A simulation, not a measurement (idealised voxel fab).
voxel self aligned contacts: a process module
Displayed cross-section: cut, width of 240 nm, square cells sized 5 nm.
Cross-section, as written here: a square-cell grid given band by band from the top down, where a band holds one or more rows of cells. It is stipulated that each band's entry specify, in nanometres, the height of the top of the band and then that of its bottom, followed by the materials of the band in left-to-right sequence, each together with its width in nanometres. A single material marked by the word "everywhere" is understood to fill the band from edge to edge; the word "empty" is understood to denote empty space. A quick word on heights: they are counted from 0, and under that level the wafer as it came to us is one material throughout. The lowest band is different from the rest in having no bottom; it simply continues downward, written as in "z 0 and below". A two-number width, for instance "30..40", indicates that the width is equal to the first number in the top row of the band and to the second number in the bottom row, and that it changes by a constant amount per row of cells. The designation "remains unaltered", where it is given for a processing step, indicates that no cell of the cross-section was altered in the course of that step. Reported under the label "Closed internal voids" are the empty spaces having no open way to the top and comprising 8 cells or more; the notation for each is width x height at distance, in which the distance is measured from the left edge and all three values are in nm. On each step's line, the part that comes after the settings is the simulator's own comment on the step. What "overlay nm" on a step's line means: if the step has a mask, that mask lay this far to the right of its planned place, or, when the value is negative, to the left.
plan
step 1: op RECEIVE | material Si
step 2: op OXIDIZE | depth nm 5
step 3: op DIRECTIONAL_DEP | material polySi | thk nm 20
step 4: op DIRECTIONAL_DEP | material SiN | thk nm 20
step 5: op DIRECTIONAL_DEP | material aC | thk nm 10
step 6: op PATTERN | tone cover | mask id GATE | material resist | width nm 35 | pitch nm 75 | thk nm 25 | overlay nm 0
step 7: op DIRECTIONAL_ETCH | etch materials aC | depth nm 10
step 8: op STRIP | etch materials resist
step 9: op DIRECTIONAL_ETCH | etch materials SiN | depth nm 20
step 10: op DIRECTIONAL_ETCH | etch materials polySi | depth nm 20
step 11: op STRIP | etch materials aC
step 12: op CONFORMAL_DEP | material SiN | thk nm 10
step 13: op DIRECTIONAL_ETCH | etch materials SiN | depth nm 10
step 14: op FILL_DEP | material SiO2 | thk nm 10
step 15: op CMP | height nm 45
step 16: op MASKED_ETCH | tone open | mask id CONTACT | width nm 60 | etch materials SiO2 | depth nm 40 | overlay nm 0
step 17: op CONFORMAL_DEP | material TiN | thk nm 5
step 18: op FILL_DEP | material Ru | thk nm 5
step 19: op CMP | height nm 45
step 20: op CONFORMAL_DEP | material SiCN | thk nm 5
Same starting wafers, different depth nm at step 16. Plan value belongs to the first wafer.
So this is the first of several wafers, cross-sectioned as it came to us, meaning it's at the end of step 1
    z 0 and below: Si everywhere
    Closed internal voids: none
First of several wafers: cross-section at the end of the module, after step 20, its last step
    z 50 to 45: SiCN everywhere
    z 45 to 40: SiO2 90; TiN 25; Ru 10; TiN 25; SiO2 90
    z 40 to 20: SiO2 55; SiN 55; TiN 5; Ru 10; TiN 5; SiN 55; SiO2 55
    z 20 to 10: SiO2 55; SiN 10; polySi 35; SiN 10; TiN 5; Ru 10; TiN 5; SiN 10; polySi 35; SiN 10; SiO2 55
    z 10 to 5: SiO2 55; SiN 10; polySi 35; SiN 10; TiN 20; SiN 10; polySi 35; SiN 10; SiO2 55
    z 5 to 0: SiO2 55; SiN 10; polySi 35; SiN 10; SiO2 20; SiN 10; polySi 35; SiN 10; SiO2 55
    z 0 to -5: SiO2 everywhere
    z -5 and below: Si everywhere
    Closed internal voids: none
Here we cross-sectioned the last of the wafers once the module was done
    z 50 to 45: SiCN everywhere
    z 45 to 40: SiO2 90; TiN 25; Ru 10; TiN 25; SiO2 90
    z 40 to 20: SiO2 55; SiN 55; TiN 5; Ru 10; TiN 5; SiN 55; SiO2 55
    z 20 to 0: SiO2 55; SiN 10; polySi 35; SiN 10; TiN 5; Ru 10; TiN 5; SiN 10; polySi 35; SiN 10; SiO2 55
    z 0 to -5: SiO2 110; TiN 20; SiO2 110
    z -5 and below: Si everywhere
    Closed internal voids: none
Below, a row for every wafer. Read it as the end-of-module picture: for each material the wafer shows its cells gained (+) or lost (-) since it was received, and then its closed voids
depth nm 40, +14 Ru, -48 Si, +48 SiCN, +120 SiN, +264 SiO2, +26 TiN, +56 polySi, Closed internal voids: none
depth nm 45, +16 Ru, -48 Si, +48 SiCN, +120 SiN, +260 SiO2, +28 TiN, +56 polySi, Closed internal voids: none
depth nm 50, +18 Ru, -48 Si, +48 SiCN, +120 SiN, +256 SiO2, +30 TiN, +56 polySi, Closed internal voids: none
depth nm 55, +18 Ru, -48 Si, +48 SiCN, +120 SiN, +256 SiO2, +30 TiN, +56 polySi, Closed internal voids: none
depth nm 60, +18 Ru, -48 Si, +48 SiCN, +120 SiN, +256 SiO2, +30 TiN, +56 polySi, Closed internal voids: none
depth nm 65, +18 Ru, -48 Si, +48 SiCN, +120 SiN, +256 SiO2, +30 TiN, +56 polySi, Closed internal voids: none
